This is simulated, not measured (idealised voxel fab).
voxel local oxidation: a process module
The figure presents cross-section cut, which has a width of 190 nm and is divided into square cells with an edge length of 5 nm.
The cross-sections in this document take the form of a grid made of square cells. They are written out as bands, in order from top to bottom. Each band consists of one or more rows of cells. Top height, bottom height, nm. Materials left to right, width each, nm. Single material + "throughout" = fills band edge to edge. "air" = empty. Basically, 0 is our baseline, since under it the wafer straight out of the box is all one material. The bottom band has no lower end and keeps on going down, so it looks like "0 and below". Width spec "30..40" -> top row of cells at first value, bottom row at second value, equal per-row change in between. No cell of the cross-section changed in a step that is given as "nothing altered". Basically, "Completely enclosed voids" tells you about the enclosed voids: empty spaces with no open way to the top, 8 cells or bigger, each written width x height at distance, where distance is from the left edge, all in nm. Formally, on a step line, whatever follows the settings is a remark that the simulator itself makes on the step. overlay nm: right-of-plan distance of the mask on a masked step; negative values mean left-of-plan.

[The process steps that were planned are listed below]
1 RECEIVE with material Si
2 CONFORMAL_DEP with material SiO2, thk nm 5
3 CONFORMAL_DEP with material SiN, thk nm 15
4 MASKED_ETCH with tone cover, mask id ACTIVE, width nm 95, etch materials SiN, depth nm 15, overlay nm 0
5 SELECTIVE_ETCH with etch materials SiO2, depth nm 5
6 OXIDIZE with depth nm 10
7 STRIP with etch materials SiN
For this document, wafers share an identical start and vary in the step 4 width nm; the plan quotes the first wafer's value.

[Cut through the first of several wafers as received, post step 1]
* 0 and below: Si throughout
* Completely enclosed voids: none

[Wafer cross-section (first of several) - module end, post step 7 (last step)]
* 5 down to 0: air 50, then SiO2 85, then air 55
* 0 down to -10: SiO2 60, then Si 65, then SiO2 65
* -10 and below: Si throughout
* Completely enclosed voids: none

[So this is the cross-section on the last wafer at the end of the module]
* 5 down to 0: air 40, then SiO2 110, then air 40
* 0 down to -10: SiO2 50, then Si 90, then SiO2 50
* -10 and below: Si throughout
* Completely enclosed voids: none

[Gained (+) or lost (-) cells of each material since receipt, then closed voids: one row per wafer, at the end of the module]
width nm 95, -50 Si, +67 SiO2, Completely enclosed voids: none
width nm 100, -48 Si, +66 SiO2, Completely enclosed voids: none
width nm 105, -46 Si, +65 SiO2, Completely enclosed voids: none
width nm 110, -44 Si, +64 SiO2, Completely enclosed voids: none
width nm 115, -42 Si, +63 SiO2, Completely enclosed voids: none
width nm 120, -40 Si, +62 SiO2, Completely enclosed voids: none
